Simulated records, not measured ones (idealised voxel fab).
This section sets out a process module, namely voxel capacitor over wiring.
Cross-section cut: width 230 nm, square cells of 5 nm.
The cross-sections in this document take the form of a grid made of square cells. They are written out as bands, in order from top to bottom. Each band consists of one or more rows of cells. Per band: top height and bottom height in nm, followed by the left-to-right materials and their widths in nm; "edge to edge" marks a single material spanning edge to edge, "air" marks empty space. The level at which height equals 0 is the one under which the wafer, as it arrives, is entirely one material. No lower edge exists for the bottom band, which continues downward and is notated as in "0..down". A width given as "30..40" starts at the first number in the band's top row and ends at the second number in its bottom row, shifting by an equal amount at every step from row to row. Where the words "same as before" appear for a step, the cross-section shows no cell changed by that step; every cell remained as before. "Entrapped void list": sealed empty spaces, 8 cells or more, no open way to top, listed width x height at distance, with distance from the left edge and width, height and distance in nm. The remark found on a step's line after its settings is issued by the simulator itself and pertains to that step. overlay nm: mask right of planned place by this much (step with mask). Neg. = left.
Process steps foreseen in the plan:
1) RECEIVE with material Si
2) CONFORMAL_DEP with material SiO2, thk nm 15
3) DIRECTIONAL_DEP with material TiN, thk nm 5
4) DIRECTIONAL_DEP with material Ru, thk nm 15
5) MASKED_ETCH with tone cover, mask id METAL_1, width nm 25, pitch nm 80, etch materials Ru, depth nm 15, overlay nm 0
6) MASKED_ETCH with tone cover, mask id METAL_1, width nm 25, pitch nm 80, etch materials TiN, depth nm 5, overlay nm 0
7) FILL_DEP with material SiO2, thk nm 5
8) CMP with height nm 35
9) CONFORMAL_DEP with material SiCN, thk nm 5
10) DIRECTIONAL_DEP with material SiO2, thk nm 20
11) PATTERN with tone open, mask id PLUG_1, material resist, width nm 15, thk nm 20, overlay nm 0
12) DIRECTIONAL_ETCH with etch materials SiO2, depth nm 20
13) DIRECTIONAL_ETCH with etch materials SiCN, depth nm 5
14) STRIP with etch materials resist
15) CONFORMAL_DEP with material TiN, thk nm 5
16) FILL_DEP with material Cu, thk nm 5
17) CMP with height nm 60
18) DIRECTIONAL_DEP with material TiN, thk nm 5
19) DIRECTIONAL_DEP with material SiN, thk nm 5
20) DIRECTIONAL_DEP with material TiN, thk nm 10
21) PATTERN with tone cover, mask id UPPER_PLATE, material resist, width nm 60, thk nm 20, overlay nm 0
22) DIRECTIONAL_ETCH with etch materials TiN, depth nm 10
23) DIRECTIONAL_ETCH with etch materials SiN, depth nm 5
24) STRIP with etch materials resist
25) DIRECTIONAL_DEP with material aC, thk nm 15
26) PATTERN with tone cover, mask id LOWER_PLATE, material resist, width nm 70, thk nm 30, overlay nm 0
27) DIRECTIONAL_ETCH with etch materials aC, depth nm 15
28) STRIP with etch materials resist
29) DIRECTIONAL_ETCH with etch materials TiN, depth nm 5
30) STRIP with etch materials aC
31) FILL_DEP with material SiO2, thk nm 15
32) CMP with height nm 90
33) DIRECTIONAL_DEP with material aC, thk nm 10
34) PATTERN with tone open, mask id PLUG_2, material resist, width nm 15, thk nm 30, overlay nm 0
35) DIRECTIONAL_ETCH with etch materials aC, depth nm 10
36) STRIP with etch materials resist
37) DIRECTIONAL_ETCH with etch materials SiO2, depth nm 10
38) STRIP with etch materials aC
39) CONFORMAL_DEP with material TiN, thk nm 5
40) FILL_DEP with material Ru, thk nm 5
41) CMP with height nm 90
42) CONFORMAL_DEP with material SiCN, thk nm 5
Incoming wafer in cross-section (state: after step 1):
> 0..down | Si edge to edge
> Entrapped void list: none
First of two wafers: cross-section at end of module, run per plan:
> 95..90 | SiCN edge to edge
> 90..85 | SiO2 80 nm, TiN 5 nm, Ru 5 nm, TiN 5 nm, SiO2 135 nm
> 85..80 | SiO2 80 nm, TiN 15 nm, SiO2 135 nm
> 80..70 | SiO2 70 nm, TiN 60 nm, SiO2 100 nm
> 70..65 | SiO2 70 nm, SiN 60 nm, SiO2 100 nm
> 65..60 | SiO2 65 nm, TiN 70 nm, SiO2 95 nm
> 60..40 | SiO2 70 nm, TiN 5 nm, Cu 5 nm, TiN 5 nm, SiO2 145 nm
> 40..35 | SiCN 70 nm, TiN 15 nm, SiCN 145 nm
> 35..20 | SiO2 60 nm, Ru 25 nm, SiO2 55 nm, Ru 25 nm, SiO2 65 nm
> 20..15 | SiO2 60 nm, TiN 25 nm, SiO2 55 nm, TiN 25 nm, SiO2 65 nm
> 15..0 | SiO2 edge to edge
> 0..down | Si edge to edge
> Entrapped void list: none
Wafer two, sectioned after the module: the first wafer's start, the first wafer's plan, and one mistake in how it was run:
> 85..80 | SiCN edge to edge
> 80..70 | SiO2 70 nm, TiN 60 nm, SiO2 100 nm
> 70..65 | SiO2 70 nm, SiN 60 nm, SiO2 100 nm
> 65..60 | SiO2 65 nm, TiN 70 nm, SiO2 95 nm
> 60..40 | SiO2 70 nm, TiN 5 nm, Cu 5 nm, TiN 5 nm, SiO2 145 nm
> 40..35 | SiCN 70 nm, TiN 15 nm, SiCN 145 nm
> 35..20 | SiO2 60 nm, Ru 25 nm, SiO2 55 nm, Ru 25 nm, SiO2 65 nm
> 20..15 | SiO2 60 nm, TiN 25 nm, SiO2 55 nm, TiN 25 nm, SiO2 65 nm
> 15..0 | SiO2 edge to edge
> 0..down | Si edge to edge
> Entrapped void list: none
Here's what went sideways: step 41 did not happen as planned, as run it was CMP with height nm 80
It is noted that, at the conclusion of processing, the second wafer exhibits a higher or lower cell count for certain materials relative to the first: Ru: 1 fewer, SiO2: 86 fewer, TiN: 5 fewer
